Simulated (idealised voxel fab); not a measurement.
voxel self aligned contacts: a process module
Xsec cut, 210 nm wide, square cell size 5 nm.
Heads up, the way a cross-section reads in here is a grid of square cells, handed over as bands from the top down, with every band being one or more rows of cells.
Read a band's entry like this: the first values are the height of its top and the height of its bottom in nm, and what follows is the sequence of materials from left to right, each with its width in nm. Note that "empty" is empty space, and that a single material marked "edge to edge" reaches across the band from edge to edge.
Note: height 0 marks the level under which the wafer is uniformly one material as received. Lowest band unbounded below, written "0..down".
The width entry "30->40" should be interpreted row by row: the top row of cells in the band takes the first number, the bottom row takes the second number, and the change between adjacent rows is uniform throughout.
Key: "changes: none" - step with no changed cell in the cross-section.
Voids not open to the top, 8 cells minimum: see "Non-vented voids". Written width x height at distance; distance is from the left edge; nm.
What comes after the settings on a step's line is commentary from the simulator itself on that step.
What "overlay nm" on a step's line means: if the step has a mask, that mask lay this far to the right of its planned place, or, when the value is negative, to the left.
PLANNED STEP LIST FOR THE PROCESS
1) RECEIVE with material Si
2) OXIDIZE with depth nm 5
3) DIRECTIONAL_DEP with material polySi, thk nm 30
4) DIRECTIONAL_DEP with material SiN, thk nm 20
5) PATTERN with tone cover, mask id GATE, material resist, width nm 20, pitch nm 65, thk nm 20, overlay nm 0
6) DIRECTIONAL_ETCH with etch materials SiN, depth nm 20
7) DIRECTIONAL_ETCH with etch materials polySi, depth nm 30
8) STRIP with etch materials resist
9) CONFORMAL_DEP with material SiN, thk nm 10
10) DIRECTIONAL_ETCH with etch materials SiN, depth nm 10
11) FILL_DEP with material SiO2, thk nm 15
12) CMP with height nm 55
13) PATTERN with tone open, mask id CONTACT, material resist, width nm 45, pitch nm 65, thk nm 15, overlay nm 0
14) DIRECTIONAL_ETCH with etch materials SiO2, depth nm 60
15) STRIP with etch materials resist
16) CONFORMAL_DEP with material TiN, thk nm 5
17) FILL_DEP with material W, thk nm 5
18) CMP with height nm 55
19) CONFORMAL_DEP with material SiCN, thk nm 5
Wafer-to-wafer difference: width nm, step 5. Common start. Plan = first wafer's value.
CROSS-SECTIONAL VIEW OF THE FIRST OF SEVERAL WAFERS IN THE AS-RECEIVED CONDITION, CORRESPONDING TO THE STATE FOLLOWING STEP 1
> 0..down: Si edge to edge
> Non-vented voids: none
ONCE STEP 19, THE LAST STEP, IS COMPLETE, THE MODULE IS AT ITS END; THIS IS THE CROSS-SECTION OF THE FIRST OF SEVERAL WAFERS
> 60..55: SiCN edge to edge
> 55..50: SiO2 50, then TiN 15, then W 15, then TiN 15, then SiO2 20, then TiN 15, then W 15, then TiN 15, then SiO2 50
> 50..30: SiO2 20, then SiN 40, then TiN 5, then W 15, then TiN 5, then SiN 40, then TiN 5, then W 15, then TiN 5, then SiN 40, then SiO2 20
> 30..0: SiO2 20, then SiN 10, then polySi 20, then SiN 10, then TiN 5, then W 15, then TiN 5, then SiN 10, then polySi 20, then SiN 10, then TiN 5, then W 15, then TiN 5, then SiN 10, then polySi 20, then SiN 10, then SiO2 20
> 0..-5: SiO2 60, then TiN 25, then SiO2 40, then TiN 25, then SiO2 60
> -5..down: Si edge to edge
> Non-vented voids: none
END OF MODULE: CROSS-SECTION, LAST OF SEVERAL WAFERS
> 60..55: SiCN edge to edge
> 55..50: SiO2 50, then TiN 45, then SiO2 20, then TiN 45, then SiO2 50
> 50..30: SiO2 10, then SiN 195, then SiO2 5
> 30..0: SiO2 10, then SiN 10, then polySi 45, then SiN 20, then polySi 45, then SiN 20, then polySi 45, then SiN 10, then SiO2 5
> 0..-5: SiO2 edge to edge
> -5..down: Si edge to edge
> Non-vented voids: none
ROW PER WAFER, END-OF-MODULE: CELL GAIN (+)/LOSS (-) BY MATERIAL SINCE THE WAFER CAME IN, THEN CLOSED VOIDS
width nm 20 | -42 Si | +42 SiCN | +168 SiN | +136 SiO2 | +62 TiN | +66 W | +72 polySi | Non-vented voids: none
width nm 25 | -42 Si | +42 SiCN | +180 SiN | +128 SiO2 | +62 TiN | +44 W | +90 polySi | Non-vented voids: none
width nm 30 | -42 Si | +42 SiCN | +192 SiN | +120 SiO2 | +62 TiN | +22 W | +108 polySi | Non-vented voids: none
width nm 35 | -42 Si | +42 SiCN | +204 SiN | +112 SiO2 | +62 TiN | +126 polySi | Non-vented voids: none
width nm 40 | -42 Si | +42 SiCN | +216 SiN | +104 SiO2 | +40 TiN | +144 polySi | Non-vented voids: none
width nm 45 | -42 Si | +42 SiCN | +228 SiN | +96 SiO2 | +18 TiN | +162 polySi | Non-vented voids: none
